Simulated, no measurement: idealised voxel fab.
The following is a process module called voxel capacitor over wiring.
The cross-section on display is named cut; it measures 165 nm wide, and its cells are 5 nm squares.
The cross-sections in this document take the form of a grid made of square cells. They are written out as bands, in order from top to bottom. Each band consists of one or more rows of cells.
Top, bottom (nm), then materials left to right with widths (nm); lone material tagged "full width" fills the whole band edge to edge; "empty" = empty space.
Height datum 0, below which the as-received substrate wafer is one material. Lowest band open at the bottom, running downward: "from 0 down".
Top row gets the first number, bottom row gets the second, and each row in between changes by the same step: that is how a band width like "30..40" works.
Where a step carries "changes: none", the cross-section came out of it unchanged, cell for cell.
Look at "Enclosed void catalog" for the closed voids: empty spaces with no open path to the top, sized 8 cells or up. Each is width x height at distance, distance from the left edge, all nm.
after a step's settings: what the simulator itself notes on the step
"overlay nm" on a masked step: distance the mask lay right of its planned place, negative for left.
Planned process steps:
| 1 | RECEIVE,material Si |
| 2 | CONFORMAL_DEP,material SiO2,thk nm 10 |
| 3 | DIRECTIONAL_DEP,material TiN,thk nm 5 |
| 4 | DIRECTIONAL_DEP,material W,thk nm 15 |
| 5 | MASKED_ETCH,tone cover,mask id METAL_1,width nm 30,pitch nm 95,etch materials W,depth nm 15,overlay nm 0 |
| 6 | MASKED_ETCH,tone cover,mask id METAL_1,width nm 30,pitch nm 95,etch materials TiN,depth nm 5,overlay nm 0 |
| 7 | FILL_DEP,material lowk,thk nm 10 |
| 8 | CMP,height nm 30 |
| 9 | CONFORMAL_DEP,material SiCN,thk nm 5 |
| 10 | DIRECTIONAL_DEP,material SiO2,thk nm 20 |
| 11 | PATTERN,tone open,mask id PLUG_1,material resist,width nm 15,thk nm 15,overlay nm 0 |
| 12 | DIRECTIONAL_ETCH,etch materials SiO2,depth nm 20 |
| 13 | DIRECTIONAL_ETCH,etch materials SiCN,depth nm 5 |
| 14 | STRIP,etch materials resist |
| 15 | CONFORMAL_DEP,material TiN,thk nm 5 |
| 16 | FILL_DEP,material W,thk nm 5 |
| 17 | CMP,height nm 55 |
| 18 | DIRECTIONAL_DEP,material TiN,thk nm 10 |
| 19 | DIRECTIONAL_DEP,material SiN,thk nm 5 |
| 20 | DIRECTIONAL_DEP,material TiN,thk nm 5 |
| 21 | DIRECTIONAL_DEP,material aC,thk nm 10 |
| 22 | PATTERN,tone cover,mask id UPPER_PLATE,material resist,width nm 70,thk nm 30,overlay nm 0 |
| 23 | DIRECTIONAL_ETCH,etch materials aC,depth nm 10 |
| 24 | STRIP,etch materials resist |
| 25 | DIRECTIONAL_ETCH,etch materials TiN,depth nm 5 |
| 26 | DIRECTIONAL_ETCH,etch materials SiN,depth nm 5 |
| 27 | STRIP,etch materials aC |
| 28 | PATTERN,tone cover,mask id LOWER_PLATE,material resist,width nm 80,thk nm 15,overlay nm 0 |
| 29 | DIRECTIONAL_ETCH,etch materials TiN,depth nm 10 |
| 30 | STRIP,etch materials resist |
| 31 | FILL_DEP,material SiO2,thk nm 20 |
| 32 | CMP,height nm 90 |
| 33 | MASKED_ETCH,tone open,mask id PLUG_2,width nm 15,etch materials SiO2,depth nm 15,overlay nm 0 |
| 34 | CONFORMAL_DEP,material TiN,thk nm 5 |
| 35 | FILL_DEP,material Ru,thk nm 5 |
| 36 | CMP,height nm 90 |
| 37 | CONFORMAL_DEP,material SiN,thk nm 5 |
Shown in cross-section is the wafer as received, that is, as it stands after step 1:
> from 0 down  Si full width
> Enclosed void catalog: none
Post-module cross-section of the first of two wafers (run per plan):
> from 95 to 90  SiN full width
> from 90 to 80  SiO2 45 nm; TiN 5 nm; Ru 5 nm; TiN 5 nm; SiO2 105 nm
> from 80 to 70  SiO2 45..35 nm; TiN 15..70 nm; SiO2 105..60 nm
> from 70 to 65  SiO2 35 nm; SiN 70 nm; SiO2 60 nm
> from 65 to 55  SiO2 30 nm; TiN 80 nm; SiO2 55 nm
> from 55 to 35  SiO2 35 nm; TiN 5 nm; W 5 nm; TiN 5 nm; SiO2 115 nm
> from 35 to 30  SiCN 35 nm; TiN 15 nm; SiCN 115 nm
> from 30 to 15  lowk 20 nm; W 30 nm; lowk 65 nm; W 30 nm; lowk 20 nm
> from 15 to 10  lowk 20 nm; TiN 30 nm; lowk 65 nm; TiN 30 nm; lowk 20 nm
> from 10 to 0  SiO2 full width
> from 0 down  Si full width
> Enclosed void catalog: none
Wafer two, sectioned after the module: the first wafer's start, the first wafer's plan, and one mistake in how it was run:
> from 95 to 90  SiN full width
> from 90 to 80  SiO2 45 nm; TiN 5 nm; Ru 5 nm; TiN 5 nm; SiO2 105 nm
> from 80 to 75  SiO2 45 nm; TiN 15 nm; SiO2 105 nm
> from 75 to 70  SiO2 full width
> from 70 to 65  SiO2 35 nm; SiN 70 nm; SiO2 60 nm
> from 65 to 55  SiO2 30 nm; TiN 80 nm; SiO2 55 nm
> from 55 to 35  SiO2 35 nm; TiN 5 nm; W 5 nm; TiN 5 nm; SiO2 115 nm
> from 35 to 30  SiCN 35 nm; TiN 15 nm; SiCN 115 nm
> from 30 to 15  lowk 20 nm; W 30 nm; lowk 65 nm; W 30 nm; lowk 20 nm
> from 15 to 10  lowk 20 nm; TiN 30 nm; lowk 65 nm; TiN 30 nm; lowk 20 nm
> from 10 to 0  SiO2 full width
> from 0 down  Si full width
> Enclosed void catalog: none
So what did we get wrong on this run? yeah, step 20 of the plan got skipped, never ran
Wafer comparison, final, in cells, second relative to first, materials more or fewer: +14 SiO2; -14 TiN
